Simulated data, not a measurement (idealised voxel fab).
process module | voxel double patterning
Section cut is 150 nm wide and gridded with 5 nm square cells.
Cross-section, as written here: a square-cell grid given band by band from the top down, where a band holds one or more rows of cells.
Heads up on the band format: heights come first, top then bottom, in nm. After that it's the materials left to right, each with its width in nm. A single material flagged "everywhere" fills the whole band edge to edge, and "blank" means there's empty space there.
Height reference: 0 = level under which incoming wafer is all one material. Lowest band: no bottom, runs on downward, e.g. "0 -> down".
A width given as "30..40" starts at the first number in the band's top row and ends at the second number in its bottom row, shifting by an equal amount at every step from row to row.
Take "no change" at face value: in the step it is given for, the cross-section changed in none of its cells.
Empty spaces without an open route to the top, at least 8 cells in extent, make up the entry "Closed void register"; each is given as width x height at distance, where the distance is measured from the left edge, and all are in nm.
The remark found on a step's line after its settings is issued by the simulator itself and pertains to that step.
"overlay nm" denotes, for a step that has a mask, the displacement of the mask to the right of its planned place, with negative values corresponding to the left.
## Process steps - plan
1: RECEIVE, material Si
2: CONFORMAL_DEP, material SiN, thk nm 5
3: DIRECTIONAL_DEP, material SiO2, thk nm 15
4: DIRECTIONAL_DEP, material SiCN, thk nm 10
5: PATTERN, tone open, mask id FIRST, material resist, width nm 15, pitch nm 50, thk nm 20, overlay nm 0
6: DIRECTIONAL_ETCH, etch materials SiCN, depth nm 10
7: STRIP, etch materials resist
8: MASKED_ETCH, tone open, mask id SECOND, width nm 15, etch materials SiCN, depth nm 10, overlay nm 0
9: DIRECTIONAL_ETCH, etch materials SiO2, depth nm 15
10: STRIP, etch materials SiCN
## Cross-section of the incoming wafer, state after step 1
> 0 -> down = Si everywhere
> Closed void register: none
## The cross-section shown corresponds to the wafer at the conclusion of the module. The initial structure and the process plan are those presented above; however, one mistake occurred in executing the plan
> 20 -> 15 = SiO2: 40 / blank: 15 / SiO2: 10 / blank: 15 / SiO2: 10 / blank: 15 / SiO2: 45
> 15 -> 5 = SiO2 everywhere
> 5 -> 0 = SiN everywhere
> 0 -> down = Si everywhere
> Closed void register: none
What was the processing mistake? the process deviated at step 9: the operation and settings actually run there were DIRECTIONAL_ETCH, etch materials SiO2, depth nm 5
